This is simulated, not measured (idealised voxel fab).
The process module presented herein is designated voxel transistor to metal.
Section shown: cut. Width: 160 nm. Cell size: 5 nm, square.
Reading order for cross-sections: top band down to bottom band. Underlying form: a grid of square cells. Band size: one or more rows of cells. Basically the band line says how high the top is and how high the bottom is, in nm, and then what's in it from left to right, every material with its width in nm. Empty space shows up as "air", and if a single material carries "all across" it runs the full band edge to edge. For the purposes of this specification, 0 denotes the height below which the wafer in its as-received condition is composed wholly of one material, and the lowermost band, lacking a lower limit, extends downward without end, as expressed in "0 down". The expression "30->40" gives the width at the extremes of the band, the first number at its top row of cells and the second at its bottom row, with the width changing by equal amounts from each row to the next in between. It should be understood that the words "stayed the same", when stated for a given step, signify that the cross-section underwent no change in any of its cells during that step. Non-vented voids: empty space of 8 cells or more with no open way to the top, each as width x height at its distance from the left edge, in nm. Anything after a step's settings on that line? It's the simulator's own note about the step. When a step includes a mask, the "overlay nm" setting on its line states how far to the right of its planned place that mask lay, and negative values state how far to the left.
# Intended process steps
1 op RECEIVE | material Si
2 op OXIDIZE | depth nm 5
3 op CONFORMAL_DEP | material SiN | thk nm 10
4 op DIRECTIONAL_DEP | material aC | thk nm 15
5 op PATTERN | tone cover | mask id ACTIVE | material resist | width nm 115 | thk nm 35 | overlay nm 0
6 op DIRECTIONAL_ETCH | etch materials aC | depth nm 15
7 op STRIP | etch materials resist
8 op DIRECTIONAL_ETCH | etch materials SiN | depth nm 10
9 op DIRECTIONAL_ETCH | etch materials SiO2 | depth nm 5
10 op DIRECTIONAL_ETCH | etch materials Si | depth nm 30
11 op STRIP | etch materials aC
12 op OXIDIZE | depth nm 5
13 op FILL_DEP | material SiO2 | thk nm 10
14 op CMP | height nm 10
15 op SELECTIVE_ETCH | etch materials SiO2 | depth nm 5
16 op STRIP | etch materials SiN
17 op SELECTIVE_ETCH | etch materials SiO2 | depth nm 5
18 op OXIDIZE | depth nm 5
19 op DIRECTIONAL_DEP | material polySi | thk nm 20
20 op DIRECTIONAL_DEP | material SiCN | thk nm 10
21 op DIRECTIONAL_DEP | material aC | thk nm 15
22 op PATTERN | tone cover | mask id GATE | material resist | width nm 15 | thk nm 30 | overlay nm 0
23 op DIRECTIONAL_ETCH | etch materials aC | depth nm 15
24 op STRIP | etch materials resist
25 op DIRECTIONAL_ETCH | etch materials SiCN | depth nm 20
26 op DIRECTIONAL_ETCH | etch materials polySi | depth nm 30
27 op STRIP | etch materials aC
28 op CONFORMAL_DEP | material SiN | thk nm 10
29 op DIRECTIONAL_ETCH | etch materials SiN | depth nm 10
30 op DIRECTIONAL_ETCH | etch materials SiO2 | depth nm 5
31 op DIRECTIONAL_ETCH | etch materials Si | depth nm 5
32 op EPI | material nSi | thk nm 10
33 op FILL_DEP | material SiO2 | thk nm 5
34 op CMP | height nm 25
35 op DIRECTIONAL_DEP | material SiO2 | thk nm 15
36 op PATTERN | tone open | mask id CONTACT | material resist | width nm 35 | pitch nm 60 | thk nm 20 | overlay nm 0
37 op DIRECTIONAL_ETCH | etch materials SiO2 | depth nm 45
38 op STRIP | etch materials resist
39 op CONFORMAL_DEP | material TiN | thk nm 5
40 op FILL_DEP | material W | thk nm 5
41 op CMP | height nm 40
42 op CONFORMAL_DEP | material SiCN | thk nm 5
43 op DIRECTIONAL_DEP | material lowk | thk nm 15
44 op MASKED_ETCH | tone open | mask id METAL_1 | width nm 20 | pitch nm 75 | etch materials lowk | depth nm 15 | overlay nm 0
45 op MASKED_ETCH | tone open | mask id METAL_1 | width nm 20 | pitch nm 75 | etch materials SiCN | depth nm 5 | overlay nm 0
46 op CONFORMAL_DEP | material TiN | thk nm 5
47 op FILL_DEP | material Cu | thk nm 5
48 op CMP | height nm 60
49 op EPI | material Ru | thk nm 5
50 op FILL_DEP | material SiCN | thk nm 5
# The following pertains to the first of two wafers, which was processed as planned
# Cross-section of the wafer at receipt, which is the condition after step 1
  0 down  Si all across
  Non-vented voids: none
# After step 2: wafer cross-section
  0 to -5  SiO2 all across
  Anything lower than -5 is untouched.
# After step 3: wafer cross-section
  10 to 0  SiN all across
  Anything lower than 0 is untouched.
# After step 4: wafer cross-section
  25 to 10  aC all across
  Anything lower than 10 is untouched.
# After step 5: wafer cross-section
  60 to 25  air: 20, then resist: 115, then air: 25
  Anything lower than 25 is untouched.
# After step 6: wafer cross-section
  45 to 25  air: 20, then resist: 115, then air: 25
  25 to 10  air: 20, then aC: 115, then air: 25
  Anything lower than 10 is untouched.
# After step 7: wafer cross-section
  25 to 10  air: 20, then aC: 115, then air: 25
  Anything lower than 10 is untouched.
# After step 8: wafer cross-section
  25 to 10  air: 20, then aC: 115, then air: 25
  10 to 0  air: 20, then SiN: 115, then air: 25
  Anything lower than 0 is untouched.
# After step 9: wafer cross-section
  25 to 10  air: 20, then aC: 115, then air: 25
  10 to 0  air: 20, then SiN: 115, then air: 25
  0 to -5  air: 20, then SiO2: 115, then air: 25
  Anything lower than -5 is untouched.
# After step 10: wafer cross-section
  25 to 10  air: 20, then aC: 115, then air: 25
  10 to 0  air: 20, then SiN: 115, then air: 25
  0 to -5  air: 20, then SiO2: 115, then air: 25
  -5 to -35  air: 20, then Si: 115, then air: 25
  Anything lower than -35 is untouched.
# After step 11: wafer cross-section
  10 to 0  air: 20, then SiN: 115, then air: 25
  Anything lower than 0 is untouched.
# After step 12: wafer cross-section
  10 to 0  air: 20, then SiN: 115, then air: 25
  0 to -5  air: 20, then SiO2: 115, then air: 25
  -5 to -35  air: 20, then SiO2: 5, then Si: 105, then SiO2: 5, then air: 25
  -35 to -40  SiO2: 25, then Si: 105, then SiO2: 30
  Anything lower than -40 is untouched.
# After step 13: wafer cross-section
  20 to 10  SiO2 all across
  10 to 0  SiO2: 20, then SiN: 115, then SiO2: 25
  0 to -5  SiO2 all across
  -5 to -40  SiO2: 25, then Si: 105, then SiO2: 30
  Anything lower than -40 is untouched.
# After step 14: wafer cross-section
  10 to 0  SiO2: 20, then SiN: 115, then SiO2: 25
  Anything lower than 0 is untouched.
# After step 15: wafer cross-section
  10 to 5  air: 20, then SiN: 115, then air: 25
  Anything lower than 5 is untouched.
# After step 16: wafer cross-section
  5 to 0  SiO2: 20, then air: 115, then SiO2: 25
  Anything lower than 0 is untouched.
# After step 17: wafer cross-section
  0 to -5  SiO2: 15, then air: 125, then SiO2: 20
  Anything lower than -5 is untouched.
# After step 18: wafer cross-section
  0 to -5  SiO2: 15, then air: 125, then SiO2: 20
  -5 to -10  SiO2 all across
  Anything lower than -10 is untouched.
# After step 19: wafer cross-section
  20 to 15  polySi: 15, then air: 125, then polySi: 20
  15 to 0  polySi all across
  0 to -5  SiO2: 15, then polySi: 125, then SiO2: 20
  Anything lower than -5 is untouched.
# After step 20: wafer cross-section
  30 to 25  SiCN: 15, then air: 125, then SiCN: 20
  25 to 20  SiCN all across
  20 to 15  polySi: 15, then SiCN: 125, then polySi: 20
  Anything lower than 15 is untouched.
# After step 21: wafer cross-section
  45 to 40  aC: 15, then air: 125, then aC: 20
  40 to 30  aC all across
  30 to 25  SiCN: 15, then aC: 125, then SiCN: 20
  Anything lower than 25 is untouched.
# After step 22: wafer cross-section
  75 to 45  air: 70, then resist: 15, then air: 75
  45 to 40  aC: 15, then air: 55, then resist: 15, then air: 55, then aC: 20
  Anything lower than 40 is untouched.
# After step 23: wafer cross-section
  60 to 40  air: 70, then resist: 15, then air: 75
  40 to 30  air: 70, then aC: 15, then air: 75
  30 to 25  SiCN: 15, then air: 55, then aC: 15, then air: 55, then SiCN: 20
  Anything lower than 25 is untouched.
# After step 24: wafer cross-section
  40 to 30  air: 70, then aC: 15, then air: 75
  Anything lower than 30 is untouched.
# After step 25: wafer cross-section
  40 to 25  air: 70, then aC: 15, then air: 75
  25 to 20  air: 70, then SiCN: 15, then air: 75
  20 to 15  polySi: 15, then air: 55, then SiCN: 15, then air: 55, then polySi: 20
  Anything lower than 15 is untouched.
# After step 26: wafer cross-section
  40 to 25  air: 70, then aC: 15, then air: 75
  25 to 15  air: 70, then SiCN: 15, then air: 75
  15 to 0  air: 70, then polySi: 15, then air: 75
  0 to -5  SiO2: 15, then air: 55, then polySi: 15, then air: 55, then SiO2: 20
  Anything lower than -5 is untouched.
# After step 27: wafer cross-section
  25 to 15  air: 70, then SiCN: 15, then air: 75
  Anything lower than 15 is untouched.
# After step 28: wafer cross-section
  35 to 25  air: 60, then SiN: 35, then air: 65
  25 to 15  air: 60, then SiN: 10, then SiCN: 15, then SiN: 10, then air: 65
  15 to 10  air: 60, then SiN: 10, then polySi: 15, then SiN: 10, then air: 65
  10 to 5  SiN: 25, then air: 35, then SiN: 10, then polySi: 15, then SiN: 10, then air: 35, then SiN: 30
  5 to 0  SiN: 70, then polySi: 15, then SiN: 75
  0 to -5  SiO2: 15, then SiN: 55, then polySi: 15, then SiN: 55, then SiO2: 20
  Anything lower than -5 is untouched.
# After step 29: wafer cross-section
  25 to 15  air: 60, then SiN: 10, then SiCN: 15, then SiN: 10, then air: 65
  15 to 0  air: 60, then SiN: 10, then polySi: 15, then SiN: 10, then air: 65
  0 to -5  SiO2: 15, then SiN: 10, then air: 35, then SiN: 10, then polySi: 15, then SiN: 10, then air: 35, then SiN: 10, then SiO2: 20
  Anything lower than -5 is untouched.
# After step 30: wafer cross-section
  25 to 15  air: 60, then SiN: 10, then SiCN: 15, then SiN: 10, then air: 65
  15 to 0  air: 60, then SiN: 10, then polySi: 15, then SiN: 10, then air: 65
  0 to -5  air: 15, then SiN: 10, then air: 35, then SiN: 10, then polySi: 15, then SiN: 10, then air: 35, then SiN: 10, then air: 20
  -5 to -10  SiO2: 25, then air: 35, then SiO2: 35, then air: 35, then SiO2: 30
  Anything lower than -10 is untouched.
# After step 31: wafer cross-section
  25 to 15  air: 60, then SiN: 10, then SiCN: 15, then SiN: 10, then air: 65
  15 to 0  air: 60, then SiN: 10, then polySi: 15, then SiN: 10, then air: 65
  0 to -5  air: 15, then SiN: 10, then air: 35, then SiN: 10, then polySi: 15, then SiN: 10, then air: 35, then SiN: 10, then air: 20
  -5 to -10  SiO2: 25, then air: 35, then SiO2: 35, then air: 35, then SiO2: 30
  -10 to -15  SiO2: 25, then air: 35, then Si: 35, then air: 35, then SiO2: 30
  Anything lower than -15 is untouched.
# After step 32: wafer cross-section
  25 to 15  air: 60, then SiN: 10, then SiCN: 15, then SiN: 10, then air: 65
  15 to 0  air: 60, then SiN: 10, then polySi: 15, then SiN: 10, then air: 65
  0 to -5  air: 15, then SiN: 10, then air: 25, then nSi: 10, then SiN: 10, then polySi: 15, then SiN: 10, then nSi: 10, then air: 25, then SiN: 10, then air: 20
  -5 to -10  SiO2: 25, then nSi: 35, then SiO2: 35, then nSi: 35, then SiO2: 30
  -10 to -15  SiO2: 25, then nSi: 35, then Si: 35, then nSi: 35, then SiO2: 30
  Anything lower than -15 is untouched.
# After step 33: wafer cross-section
  30 to 25  SiO2 all across
  25 to 15  SiO2: 60, then SiN: 10, then SiCN: 15, then SiN: 10, then SiO2: 65
  15 to 0  SiO2: 60, then SiN: 10, then polySi: 15, then SiN: 10, then SiO2: 65
  0 to -5  SiO2: 15, then SiN: 10, then SiO2: 25, then nSi: 10, then SiN: 10, then polySi: 15, then SiN: 10, then nSi: 10, then SiO2: 25, then SiN: 10, then SiO2: 20
  Anything lower than -5 is untouched.
# After step 34: wafer cross-section
  25 to 15  SiO2: 60, then SiN: 10, then SiCN: 15, then SiN: 10, then SiO2: 65
  Anything lower than 15 is untouched.
# After step 35: wafer cross-section
  40 to 25  SiO2 all across
  Anything lower than 25 is untouched.
# After step 36: wafer cross-section
  60 to 40  resist: 30, then air: 35, then resist: 25, then air: 35, then resist: 35
  Anything lower than 40 is untouched.
# After step 37: wafer cross-section
  60 to 40  resist: 30, then air: 35, then resist: 25, then air: 35, then resist: 35
  40 to 25  SiO2: 30, then air: 35, then SiO2: 25, then air: 35, then SiO2: 35
  25 to 15  SiO2: 30, then air: 30, then SiN: 10, then SiCN: 15, then SiN: 10, then air: 30, then SiO2: 35
  15 to 0  SiO2: 30, then air: 30, then SiN: 10, then polySi: 15, then SiN: 10, then air: 30, then SiO2: 35
  0 to -5  SiO2: 15, then SiN: 10, then SiO2: 5, then air: 20, then nSi: 10, then SiN: 10, then polySi: 15, then SiN: 10, then nSi: 10, then air: 20, then SiO2: 5, then SiN: 10, then SiO2: 20
  Anything lower than -5 is untouched.
# After step 38: wafer cross-section
  40 to 25  SiO2: 30, then air: 35, then SiO2: 25, then air: 35, then SiO2: 35
  Anything lower than 25 is untouched.
# After step 39: wafer cross-section
  45 to 40  TiN: 35, then air: 25, then TiN: 35, then air: 25, then TiN: 40
  40 to 30  SiO2: 30, then TiN: 5, then air: 25, then TiN: 5, then SiO2: 25, then TiN: 5, then air: 25, then TiN: 5, then SiO2: 35
  30 to 25  SiO2: 30, then TiN: 5, then air: 20, then TiN: 10, then SiO2: 25, then TiN: 10, then air: 20, then TiN: 5, then SiO2: 35
  25 to 15  SiO2: 30, then TiN: 5, then air: 20, then TiN: 5, then SiN: 10, then SiCN: 15, then SiN: 10, then TiN: 5, then air: 20, then TiN: 5, then SiO2: 35
  15 to 5  SiO2: 30, then TiN: 5, then air: 20, then TiN: 5, then SiN: 10, then polySi: 15, then SiN: 10, then TiN: 5, then air: 20, then TiN: 5, then SiO2: 35
  5 to 0  SiO2: 30, then TiN: 5, then air: 10, then TiN: 15, then SiN: 10, then polySi: 15, then SiN: 10, then TiN: 15, then air: 10, then TiN: 5, then SiO2: 35
  0 to -5  SiO2: 15, then SiN: 10, then SiO2: 5, then TiN: 20, then nSi: 10, then SiN: 10, then polySi: 15, then SiN: 10, then nSi: 10, then TiN: 20, then SiO2: 5, then SiN: 10, then SiO2: 20
  Anything lower than -5 is untouched.
# After step 40: wafer cross-section
  50 to 45  W all across
  45 to 40  TiN: 35, then W: 25, then TiN: 35, then W: 25, then TiN: 40
  40 to 30  SiO2: 30, then TiN: 5, then W: 25, then TiN: 5, then SiO2: 25, then TiN: 5, then W: 25, then TiN: 5, then SiO2: 35
  30 to 25  SiO2: 30, then TiN: 5, then W: 20, then TiN: 10, then SiO2: 25, then TiN: 10, then W: 20, then TiN: 5, then SiO2: 35
  25 to 15  SiO2: 30, then TiN: 5, then W: 20, then TiN: 5, then SiN: 10, then SiCN: 15, then SiN: 10, then TiN: 5, then W: 20, then TiN: 5, then SiO2: 35
  15 to 5  SiO2: 30, then TiN: 5, then W: 20, then TiN: 5, then SiN: 10, then polySi: 15, then SiN: 10, then TiN: 5, then W: 20, then TiN: 5, then SiO2: 35
  5 to 0  SiO2: 30, then TiN: 5, then W: 10, then TiN: 15, then SiN: 10, then polySi: 15, then SiN: 10, then TiN: 15, then W: 10, then TiN: 5, then SiO2: 35
  Anything lower than 0 is untouched.
# After step 41: wafer cross-section
  40 to 30  SiO2: 30, then TiN: 5, then W: 25, then TiN: 5, then SiO2: 25, then TiN: 5, then W: 25, then TiN: 5, then SiO2: 35
  Anything lower than 30 is untouched.
# After step 42: wafer cross-section
  45 to 40  SiCN all across
  Anything lower than 40 is untouched.
# After step 43: wafer cross-section
  60 to 45  lowk all across
  Anything lower than 45 is untouched.
# After step 44: wafer cross-section
  60 to 45  lowk: 30, then air: 20, then lowk: 55, then air: 20, then lowk: 35
  Anything lower than 45 is untouched.
# After step 45: wafer cross-section
  60 to 45  lowk: 30, then air: 20, then lowk: 55, then air: 20, then lowk: 35
  45 to 40  SiCN: 30, then air: 20, then SiCN: 55, then air: 20, then SiCN: 35
  Anything lower than 40 is untouched.
# After step 46: wafer cross-section
  65 to 60  TiN: 35, then air: 10, then TiN: 65, then air: 10, then TiN: 40
  60 to 45  lowk: 30, then TiN: 5, then air: 10, then TiN: 5, then lowk: 55, then TiN: 5, then air: 10, then TiN: 5, then lowk: 35
  45 to 40  SiCN: 30, then TiN: 20, then SiCN: 55, then TiN: 20, then SiCN: 35
  Anything lower than 40 is untouched.
# After step 47: wafer cross-section
  70 to 65  Cu all across
  65 to 60  TiN: 35, then Cu: 10, then TiN: 65, then Cu: 10, then TiN: 40
  60 to 45  lowk: 30, then TiN: 5, then Cu: 10, then TiN: 5, then lowk: 55, then TiN: 5, then Cu: 10, then TiN: 5, then lowk: 35
  Anything lower than 45 is untouched.
# After step 48: wafer cross-section
  60 to 45  lowk: 30, then TiN: 5, then Cu: 10, then TiN: 5, then lowk: 55, then TiN: 5, then Cu: 10, then TiN: 5, then lowk: 35
  Anything lower than 45 is untouched.
# After step 49: wafer cross-section
  65 to 60  air: 25, then Ru: 30, then air: 45, then Ru: 30, then air: 30
  Anything lower than 60 is untouched.
# After step 50: wafer cross-section
  70 to 65  SiCN all across
  65 to 60  SiCN: 25, then Ru: 30, then SiCN: 45, then Ru: 30, then SiCN: 30
  Anything lower than 60 is untouched.
# Second wafer, same starting conditions and recipe as the first, one mistake in executing it, nothing differs from the first up to and including step 14
# Second wafer: cross-section at the scheduled end of step 15
  10 to 0  SiO2: 20, then air: 115, then SiO2: 25
  Anything lower than 0 is untouched.
# Second wafer: cross-section at the scheduled end of step 16
  5 to -5  SiO2: 15, then air: 125, then SiO2: 20
  Anything lower than -5 is untouched.
# Second wafer: cross-section at the scheduled end of step 17
  0 to -5  SiO2: 10, then air: 135, then SiO2: 15
  -5 to -10  SiO2: 10, then air: 15, then Si: 105, then air: 15, then SiO2: 15
  Anything lower than -10 is untouched.
# Second wafer: cross-section at the scheduled end of step 18
  0 to -5  SiO2: 10, then air: 135, then SiO2: 15
  -5 to -10  SiO2: 10, then air: 15, then SiO2: 105, then air: 15, then SiO2: 15
  -10 to -15  SiO2: 30, then Si: 95, then SiO2: 35
  Anything lower than -15 is untouched.
# Second wafer: cross-section at the scheduled end of step 19
  20 to 15  polySi: 10, then air: 135, then polySi: 15
  15 to 10  polySi: 10, then air: 15, then polySi: 105, then air: 15, then polySi: 15
  10 to 0  polySi all across
  0 to -5  SiO2: 10, then polySi: 135, then SiO2: 15
  -5 to -10  SiO2: 10, then polySi: 15, then SiO2: 105, then polySi: 15, then SiO2: 15
  Anything lower than -10 is untouched.
# Second wafer: cross-section at the scheduled end of step 20
  30 to 25  SiCN: 10, then air: 135, then SiCN: 15
  25 to 20  SiCN: 10, then air: 15, then SiCN: 105, then air: 15, then SiCN: 15
  20 to 15  polySi: 10, then SiCN: 135, then polySi: 15
  15 to 10  polySi: 10, then SiCN: 15, then polySi: 105, then SiCN: 15, then polySi: 15
  Anything lower than 10 is untouched.
# Second wafer: cross-section at the scheduled end of step 21
  45 to 40  aC: 10, then air: 135, then aC: 15
  40 to 35  aC: 10, then air: 15, then aC: 105, then air: 15, then aC: 15
  35 to 30  aC all across
  30 to 25  SiCN: 10, then aC: 135, then SiCN: 15
  25 to 20  SiCN: 10, then aC: 15, then SiCN: 105, then aC: 15, then SiCN: 15
  Anything lower than 20 is untouched.
# Second wafer: cross-section at the scheduled end of step 22
  75 to 45  air: 70, then resist: 15, then air: 75
  45 to 40  aC: 10, then air: 60, then resist: 15, then air: 60, then aC: 15
  Anything lower than 40 is untouched.
# Second wafer: cross-section at the scheduled end of step 23
  60 to 40  air: 70, then resist: 15, then air: 75
  40 to 30  air: 70, then aC: 15, then air: 75
  30 to 25  SiCN: 10, then air: 60, then aC: 15, then air: 60, then SiCN: 15
  25 to 20  SiCN: 10, then air: 15, then SiCN: 105, then air: 15, then SiCN: 15
  Anything lower than 20 is untouched.
# Second wafer: cross-section at the scheduled end of step 24
  40 to 30  air: 70, then aC: 15, then air: 75
  Anything lower than 30 is untouched.
# Second wafer: cross-section at the scheduled end of step 25
  40 to 25  air: 70, then aC: 15, then air: 75
  25 to 20  air: 70, then SiCN: 15, then air: 75
  20 to 15  polySi: 10, then air: 60, then SiCN: 15, then air: 60, then polySi: 15
  15 to 10  polySi: 10, then air: 15, then polySi: 105, then air: 15, then polySi: 15
  Anything lower than 10 is untouched.
# Second wafer: cross-section at the scheduled end of step 26
  40 to 25  air: 70, then aC: 15, then air: 75
  25 to 15  air: 70, then SiCN: 15, then air: 75
  15 to 0  air: 70, then polySi: 15, then air: 75
  0 to -5  SiO2: 10, then air: 60, then polySi: 15, then air: 60, then SiO2: 15
  -5 to -10  SiO2: 10, then air: 15, then SiO2: 105, then air: 15, then SiO2: 15
  Anything lower than -10 is untouched.
# Second wafer: cross-section at the scheduled end of step 27
  25 to 15  air: 70, then SiCN: 15, then air: 75
  Anything lower than 15 is untouched.
# Second wafer: cross-section at the scheduled end of step 28
  35 to 25  air: 60, then SiN: 35, then air: 65
  25 to 15  air: 60, then SiN: 10, then SiCN: 15, then SiN: 10, then air: 65
  15 to 10  air: 60, then SiN: 10, then polySi: 15, then SiN: 10, then air: 65
  10 to 5  SiN: 20, then air: 40, then SiN: 10, then polySi: 15, then SiN: 10, then air: 40, then SiN: 25
  5 to 0  SiN: 70, then polySi: 15, then SiN: 75
  0 to -5  SiO2: 10, then SiN: 60, then polySi: 15, then SiN: 60, then SiO2: 15
  -5 to -10  SiO2: 10, then SiN: 15, then SiO2: 105, then SiN: 15, then SiO2: 15
  Anything lower than -10 is untouched.
# Second wafer: cross-section at the scheduled end of step 29
  25 to 15  air: 60, then SiN: 10, then SiCN: 15, then SiN: 10, then air: 65
  15 to 0  air: 60, then SiN: 10, then polySi: 15, then SiN: 10, then air: 65
  0 to -5  SiO2: 10, then SiN: 10, then air: 40, then SiN: 10, then polySi: 15, then SiN: 10, then air: 40, then SiN: 10, then SiO2: 15
  Anything lower than -5 is untouched.
# Second wafer: cross-section at the scheduled end of step 30
  25 to 15  air: 60, then SiN: 10, then SiCN: 15, then SiN: 10, then air: 65
  15 to 0  air: 60, then SiN: 10, then polySi: 15, then SiN: 10, then air: 65
  0 to -5  air: 10, then SiN: 10, then air: 40, then SiN: 10, then polySi: 15, then SiN: 10, then air: 40, then SiN: 10, then air: 15
  -5 to -10  SiO2: 10, then SiN: 15, then air: 35, then SiO2: 35, then air: 35, then SiN: 15, then SiO2: 15
  Anything lower than -10 is untouched.
# Second wafer: cross-section at the scheduled end of step 31
  25 to 15  air: 60, then SiN: 10, then SiCN: 15, then SiN: 10, then air: 65
  15 to 0  air: 60, then SiN: 10, then polySi: 15, then SiN: 10, then air: 65
  0 to -5  air: 10, then SiN: 10, then air: 40, then SiN: 10, then polySi: 15, then SiN: 10, then air: 40, then SiN: 10, then air: 15
  -5 to -10  SiO2: 10, then SiN: 15, then air: 35, then SiO2: 35, then air: 35, then SiN: 15, then SiO2: 15
  -10 to -15  SiO2: 30, then air: 30, then Si: 35, then air: 30, then SiO2: 35
  Anything lower than -15 is untouched.
# Second wafer: cross-section at the scheduled end of step 32
  25 to 15  air: 60, then SiN: 10, then SiCN: 15, then SiN: 10, then air: 65
  15 to 0  air: 60, then SiN: 10, then polySi: 15, then SiN: 10, then air: 65
  0 to -5  air: 10, then SiN: 10, then air: 30, then nSi: 10, then SiN: 10, then polySi: 15, then SiN: 10, then nSi: 10, then air: 30, then SiN: 10, then air: 15
  -5 to -10  SiO2: 10, then SiN: 15, then nSi: 35, then SiO2: 35, then nSi: 35, then SiN: 15, then SiO2: 15
  -10 to -15  SiO2: 30, then nSi: 30, then Si: 35, then nSi: 30, then SiO2: 35
  Anything lower than -15 is untouched.
# Second wafer: cross-section at the scheduled end of step 33
  30 to 25  SiO2 all across
  25 to 15  SiO2: 60, then SiN: 10, then SiCN: 15, then SiN: 10, then SiO2: 65
  15 to 0  SiO2: 60, then SiN: 10, then polySi: 15, then SiN: 10, then SiO2: 65
  0 to -5  SiO2: 10, then SiN: 10, then SiO2: 30, then nSi: 10, then SiN: 10, then polySi: 15, then SiN: 10, then nSi: 10, then SiO2: 30, then SiN: 10, then SiO2: 15
  Anything lower than -5 is untouched.
# Second wafer: cross-section at the scheduled end of step 34
  25 to 15  SiO2: 60, then SiN: 10, then SiCN: 15, then SiN: 10, then SiO2: 65
  Anything lower than 15 is untouched.
# Second wafer: cross-section at the scheduled end of step 35
  40 to 25  SiO2 all across
  Anything lower than 25 is untouched.
# Second wafer: cross-section at the scheduled end of step 36
  60 to 40  resist: 30, then air: 35, then resist: 25, then air: 35, then resist: 35
  Anything lower than 40 is untouched.
# Second wafer: cross-section at the scheduled end of step 37
  60 to 40  resist: 30, then air: 35, then resist: 25, then air: 35, then resist: 35
  40 to 25  SiO2: 30, then air: 35, then SiO2: 25, then air: 35, then SiO2: 35
  25 to 15  SiO2: 30, then air: 30, then SiN: 10, then SiCN: 15, then SiN: 10, then air: 30, then SiO2: 35
  15 to 0  SiO2: 30, then air: 30, then SiN: 10, then polySi: 15, then SiN: 10, then air: 30, then SiO2: 35
  0 to -5  SiO2: 10, then SiN: 10, then SiO2: 10, then air: 20, then nSi: 10, then SiN: 10, then polySi: 15, then SiN: 10, then nSi: 10, then air: 20, then SiO2: 10, then SiN: 10, then SiO2: 15
  Anything lower than -5 is untouched.
# Second wafer: cross-section at the scheduled end of step 38
  40 to 25  SiO2: 30, then air: 35, then SiO2: 25, then air: 35, then SiO2: 35
  Anything lower than 25 is untouched.
# Second wafer: cross-section at the scheduled end of step 39
  45 to 40  TiN: 35, then air: 25, then TiN: 35, then air: 25, then TiN: 40
  40 to 30  SiO2: 30, then TiN: 5, then air: 25, then TiN: 5, then SiO2: 25, then TiN: 5, then air: 25, then TiN: 5, then SiO2: 35
  30 to 25  SiO2: 30, then TiN: 5, then air: 20, then TiN: 10, then SiO2: 25, then TiN: 10, then air: 20, then TiN: 5, then SiO2: 35
  25 to 15  SiO2: 30, then TiN: 5, then air: 20, then TiN: 5, then SiN: 10, then SiCN: 15, then SiN: 10, then TiN: 5, then air: 20, then TiN: 5, then SiO2: 35
  15 to 5  SiO2: 30, then TiN: 5, then air: 20, then TiN: 5, then SiN: 10, then polySi: 15, then SiN: 10, then TiN: 5, then air: 20, then TiN: 5, then SiO2: 35
  5 to 0  SiO2: 30, then TiN: 5, then air: 10, then TiN: 15, then SiN: 10, then polySi: 15, then SiN: 10, then TiN: 15, then air: 10, then TiN: 5, then SiO2: 35
  0 to -5  SiO2: 10, then SiN: 10, then SiO2: 10, then TiN: 20, then nSi: 10, then SiN: 10, then polySi: 15, then SiN: 10, then nSi: 10, then TiN: 20, then SiO2: 10, then SiN: 10, then SiO2: 15
  Anything lower than -5 is untouched.
# Second wafer: cross-section at the scheduled end of step 40
  50 to 45  W all across
  45 to 40  TiN: 35, then W: 25, then TiN: 35, then W: 25, then TiN: 40
  40 to 30  SiO2: 30, then TiN: 5, then W: 25, then TiN: 5, then SiO2: 25, then TiN: 5, then W: 25, then TiN: 5, then SiO2: 35
  30 to 25  SiO2: 30, then TiN: 5, then W: 20, then TiN: 10, then SiO2: 25, then TiN: 10, then W: 20, then TiN: 5, then SiO2: 35
  25 to 15  SiO2: 30, then TiN: 5, then W: 20, then TiN: 5, then SiN: 10, then SiCN: 15, then SiN: 10, then TiN: 5, then W: 20, then TiN: 5, then SiO2: 35
  15 to 5  SiO2: 30, then TiN: 5, then W: 20, then TiN: 5, then SiN: 10, then polySi: 15, then SiN: 10, then TiN: 5, then W: 20, then TiN: 5, then SiO2: 35
  5 to 0  SiO2: 30, then TiN: 5, then W: 10, then TiN: 15, then SiN: 10, then polySi: 15, then SiN: 10, then TiN: 15, then W: 10, then TiN: 5, then SiO2: 35
  Anything lower than 0 is untouched.
# Second wafer: cross-section at the scheduled end of step 41
  40 to 30  SiO2: 30, then TiN: 5, then W: 25, then TiN: 5, then SiO2: 25, then TiN: 5, then W: 25, then TiN: 5, then SiO2: 35
  Anything lower than 30 is untouched.
# Second wafer: cross-section at the scheduled end of step 42
  45 to 40  SiCN all across
  Anything lower than 40 is untouched.
# Second wafer: cross-section at the scheduled end of step 43
  60 to 45  lowk all across
  Anything lower than 45 is untouched.
# Second wafer: cross-section at the scheduled end of step 44
  60 to 45  lowk: 30, then air: 20, then lowk: 55, then air: 20, then lowk: 35
  Anything lower than 45 is untouched.
# Second wafer: cross-section at the scheduled end of step 45
  60 to 45  lowk: 30, then air: 20, then lowk: 55, then air: 20, then lowk: 35
  45 to 40  SiCN: 30, then air: 20, then SiCN: 55, then air: 20, then SiCN: 35
  Anything lower than 40 is untouched.
# Second wafer: cross-section at the scheduled end of step 46
  65 to 60  TiN: 35, then air: 10, then TiN: 65, then air: 10, then TiN: 40
  60 to 45  lowk: 30, then TiN: 5, then air: 10, then TiN: 5, then lowk: 55, then TiN: 5, then air: 10, then TiN: 5, then lowk: 35
  45 to 40  SiCN: 30, then TiN: 20, then SiCN: 55, then TiN: 20, then SiCN: 35
  Anything lower than 40 is untouched.
# Second wafer: cross-section at the scheduled end of step 47
  70 to 65  Cu all across
  65 to 60  TiN: 35, then Cu: 10, then TiN: 65, then Cu: 10, then TiN: 40
  60 to 45  lowk: 30, then TiN: 5, then Cu: 10, then TiN: 5, then lowk: 55, then TiN: 5, then Cu: 10, then TiN: 5, then lowk: 35
  Anything lower than 45 is untouched.
# Second wafer: cross-section at the scheduled end of step 48
  60 to 45  lowk: 30, then TiN: 5, then Cu: 10, then TiN: 5, then lowk: 55, then TiN: 5, then Cu: 10, then TiN: 5, then lowk: 35
  Anything lower than 45 is untouched.
# Second wafer: cross-section at the scheduled end of step 49
  65 to 60  air: 25, then Ru: 30, then air: 45, then Ru: 30, then air: 30
  Anything lower than 60 is untouched.
# Second wafer: cross-section at the scheduled end of step 50
  70 to 65  SiCN all across
  65 to 60  SiCN: 25, then Ru: 30, then SiCN: 45, then Ru: 30, then SiCN: 30
  Anything lower than 60 is untouched.
Deviation from plan: plan vs actual: 15 and 16 interchanged
Count the cells at the end and the second wafer has more or fewer of some materials than the first: SiN: 6 more | SiO2: 4 fewer | nSi: 2 fewer
